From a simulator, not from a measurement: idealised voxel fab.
The process module that follows is named voxel wiring stack.
Section shown: cut. Width: 190 nm. Cell size: 5 nm, square.
A cross-section is a grid of square cells, given in bands from the top down. A band is one or more rows of cells. Basically the band line says how high the top is and how high the bottom is, in nm, and then what's in it from left to right, every material with its width in nm. Empty space shows up as "empty", and if a single material carries "edge to edge" it runs the full band edge to edge. Ref level 0: as-received wafer is one material below here. Bottom band extends down with no lower bound ("z 0 and below"). So if you see something like "30 to 40" for the width, read it as the top row of the band sitting at the first number and the bottom row at the second, with every row in between moving by the same amount as the last. "remains unaltered" (step): cross-section cells unchanged, all of them. Empty spaces without an open route to the top, at least 8 cells in extent, make up the entry "Voids, enclosed"; each is given as width x height at distance, where the distance is measured from the left edge, and all are in nm. Step line, after settings: the simulator's comment on this step. overlay nm: step with mask; distance mask lay right of planned place; negative value = left of planned place.
So here's the lineup of process steps we planned:
1. RECEIVE (material Si)
2. CONFORMAL_DEP (material SiO2; thk nm 15)
3. CONFORMAL_DEP (material SiN; thk nm 5)
4. DIRECTIONAL_DEP (material lowk; thk nm 25)
5. PATTERN (tone open; mask id METAL_1; material resist; width nm 20; pitch nm 40; thk nm 15; overlay nm 0)
6. DIRECTIONAL_ETCH (etch materials lowk; depth nm 25)
7. DIRECTIONAL_ETCH (etch materials SiN; depth nm 5)
8. STRIP (etch materials resist)
9. CONFORMAL_DEP (material TiN; thk nm 5)
10. FILL_DEP (material W; thk nm 10)
11. CMP (height nm 45)
12. EPI (material Ru; thk nm 5)
13. FILL_DEP (material SiCN; thk nm 5)
14. DIRECTIONAL_DEP (material lowk; thk nm 30)
15. DIRECTIONAL_DEP (material aC; thk nm 10)
16. PATTERN (tone open; mask id METAL_2; material resist; width nm 20; pitch nm 40; thk nm 25; overlay nm 0)
17. DIRECTIONAL_ETCH (etch materials aC; depth nm 10)
18. STRIP (etch materials resist)
19. DIRECTIONAL_ETCH (etch materials lowk; depth nm 20)
20. STRIP (etch materials aC)
21. PATTERN (tone open; mask id METAL_2_HOLES; material resist; width nm 15; pitch nm 40; thk nm 20; overlay nm 0)
22. DIRECTIONAL_ETCH (etch materials lowk; depth nm 10)
23. DIRECTIONAL_ETCH (etch materials SiCN; depth nm 5)
24. STRIP (etch materials resist)
25. CONFORMAL_DEP (material TiN; thk nm 5)
26. FILL_DEP (material Ru; thk nm 5)
27. CMP (height nm 85)
28. CONFORMAL_DEP (material SiCN; thk nm 5)
29. DIRECTIONAL_DEP (material lowk; thk nm 15)
30. DIRECTIONAL_DEP (material aC; thk nm 15)
31. PATTERN (tone open; mask id PLUG_2; material resist; width nm 15; thk nm 30; overlay nm 0)
32. DIRECTIONAL_ETCH (etch materials aC; depth nm 15)
33. STRIP (etch materials resist)
34. DIRECTIONAL_ETCH (etch materials lowk; depth nm 15)
35. DIRECTIONAL_ETCH (etch materials SiCN; depth nm 5)
36. STRIP (etch materials aC)
37. CONFORMAL_DEP (material TiN; thk nm 5)
38. FILL_DEP (material Cu; thk nm 5)
39. CMP (height nm 105)
40. CONFORMAL_DEP (material SiCN; thk nm 5)
41. DIRECTIONAL_DEP (material SiO2; thk nm 15)
42. PATTERN (tone open; mask id METAL_3; material resist; width nm 20; pitch nm 40; thk nm 20; overlay nm 0)
43. DIRECTIONAL_ETCH (etch materials SiO2; depth nm 15)
44. DIRECTIONAL_ETCH (etch materials SiCN; depth nm 5)
45. STRIP (etch materials resist)
46. CONFORMAL_DEP (material TiN; thk nm 5)
47. FILL_DEP (material Cu; thk nm 10)
48. CMP (height nm 125)
49. CONFORMAL_DEP (material SiN; thk nm 5)
Cross-section of the wafer as it came to us, i.e., already through step 1:
* z 0 and below = Si edge to edge
* Voids, enclosed: none
First of two wafers: cross-section at end of module, run per plan:
* z 130 to 125 = SiN edge to edge
* z 125 to 110 = 65 SiO2; 5 TiN; 10 Cu; 5 TiN; 20 SiO2; 5 TiN; 10 Cu; 5 TiN; 65 SiO2
* z 110 to 105 = 65 SiCN; 20 TiN; 20 SiCN; 20 TiN; 65 SiCN
* z 105 to 90 = 65 lowk; 5 TiN; 5 Cu; 5 TiN; 110 lowk
* z 90 to 85 = 65 SiCN; 15 TiN; 110 SiCN
* z 85 to 70 = 65 lowk; 5 TiN; 10 Ru; 5 TiN; 20 lowk; 5 TiN; 10 Ru; 5 TiN; 65 lowk
* z 70 to 65 = 65 lowk; 5 TiN; 5 Ru; 10 TiN; 20 lowk; 5 TiN; 5 Ru; 10 TiN; 65 lowk
* z 65 to 55 = 65 lowk; 5 TiN; 5 Ru; 5 TiN; 25 lowk; 5 TiN; 5 Ru; 5 TiN; 70 lowk
* z 55 to 50 = 65 SiCN; 15 TiN; 25 SiCN; 15 TiN; 70 SiCN
* z 50 to 45 = 60 SiCN; 30 Ru; 10 SiCN; 30 Ru; 60 SiCN
* z 45 to 20 = 65 lowk; 5 TiN; 10 W; 5 TiN; 20 lowk; 5 TiN; 10 W; 5 TiN; 65 lowk
* z 20 to 15 = 65 SiN; 20 TiN; 20 SiN; 20 TiN; 65 SiN
* z 15 to 0 = SiO2 edge to edge
* z 0 and below = Si edge to edge
* Voids, enclosed: none
This cross-section belongs to the second wafer of two at the end of the module; the start and the plan were shared with the first, and the run included one mistake:
* z 130 to 125 = SiN edge to edge
* z 125 to 110 = 65 SiO2; 5 TiN; 10 Cu; 5 TiN; 20 SiO2; 5 TiN; 10 Cu; 5 TiN; 65 SiO2
* z 110 to 105 = 65 SiCN; 20 TiN; 20 SiCN; 20 TiN; 65 SiCN
* z 105 to 90 = 65 lowk; 5 TiN; 5 Cu; 5 TiN; 110 lowk
* z 90 to 85 = 65 SiCN; 15 TiN; 110 SiCN
* z 85 to 80 = Ru edge to edge
* z 80 to 75 = 70 TiN; 10 Ru; 30 TiN; 10 Ru; 70 TiN
* z 75 to 70 = 65 lowk; 5 TiN; 10 Ru; 5 TiN; 20 lowk; 5 TiN; 10 Ru; 5 TiN; 65 lowk
* z 70 to 65 = 65 lowk; 20 TiN; 20 lowk; 20 TiN; 65 lowk
* z 65 to 55 = 80 lowk; 5 TiN; 35 lowk; 5 TiN; 65 lowk
* z 55 to 50 = 80 SiCN; 5 TiN; 35 SiCN; 5 TiN; 65 SiCN
* z 50 to 45 = 60 SiCN; 30 Ru; 10 SiCN; 30 Ru; 60 SiCN
* z 45 to 20 = 65 lowk; 5 TiN; 10 W; 5 TiN; 20 lowk; 5 TiN; 10 W; 5 TiN; 65 lowk
* z 20 to 15 = 65 SiN; 20 TiN; 20 SiN; 20 TiN; 65 SiN
* z 15 to 0 = SiO2 edge to edge
* z 0 and below = Si edge to edge
* Voids, enclosed: none
Want to know what went wrong? so step 21 ended up running with a different setting than we planned, it ran as PATTERN (tone cover; mask id METAL_2_HOLES; material resist; width nm 15; pitch nm 40; thk nm 20; overlay nm 0)
at the end the second wafer has, in cells: Ru +28, SiCN +4, TiN +20, lowk -52
